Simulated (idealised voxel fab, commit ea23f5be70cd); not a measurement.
process module | voxel fin reveal
cross-section cut | 270 nm wide | cells 5 nm
A cross-section is a grid of square cells, given in bands from the top down. A band is one or more rows of cells.
Each band's line starts with the height of the band's top and of its bottom, in nm. Then come its materials from left to right, each with its width in nm. One material with "throughout" fills the band from edge to edge. "air" is empty space.
Height 0 is the level under which the wafer as received is all one material. The lowest band goes on downwards, as in "0 down".
A width such as "30 to 40" changes by the same amount from each row of cells to the next, from the band's top row to its bottom row.
"no change" after a step means that no cell of the cross-section changed.
closed voids: empty space of 8 cells or more with no open way to the top, each as width x height at its distance from the left edge, in nm
after a step's settings: what the simulator itself notes on the step
overlay nm, on a step with a mask: how far to the right of its planned place the mask lay; to the left if negative
plan
1 op RECEIVE | material Si
2 op CONFORMAL_DEP | material SiN | thk nm 5
3 op MASKED_ETCH | tone cover | mask id FINS | width nm 15 | pitch nm 40 | etch materials SiN | depth nm 5 | overlay nm 0
4 op MASKED_ETCH | tone cover | mask id FINS | width nm 15 | pitch nm 40 | etch materials Si | depth nm 40 | overlay nm 0
5 op OXIDIZE | depth nm 5
6 op FILL_DEP | material SiO2 | thk nm 10
7 op CMP | height nm 5
8 op SELECTIVE_ETCH | etch materials SiO2 | depth nm 20
9 op STRIP | etch materials SiN
10 op CONFORMAL_DEP | material HfO2 | thk nm 5
as received, after step 1
  0 down: Si throughout
  closed voids: none
a wafer at the end: this start, this plan, one mistake
  5 to 0: air 85 | HfO2 15 | air 25 | HfO2 15 | air 25 | HfO2 15 | air 90
  0 to -10: air 80 | HfO2 10 to 5 | Si 5 to 10 | HfO2 5 | air 20 | HfO2 10 to 5 | Si 5 to 10 | HfO2 5 | air 20 | HfO2 10 to 5 | Si 5 to 10 | HfO2 5 | air 90
  -10 to -15: HfO2 85 | Si 10 | HfO2 30 | Si 10 | HfO2 30 | Si 10 | HfO2 95
  -15 to -45: SiO2 85 | Si 10 | SiO2 30 | Si 10 | SiO2 30 | Si 10 | SiO2 95
  -45 down: Si throughout
  closed voids: none
what went wrong: step 4 ran as: op MASKED_ETCH | tone cover | mask id FINS | width nm 15 | pitch nm 40 | etch materials Si | depth nm 40 | overlay nm -5
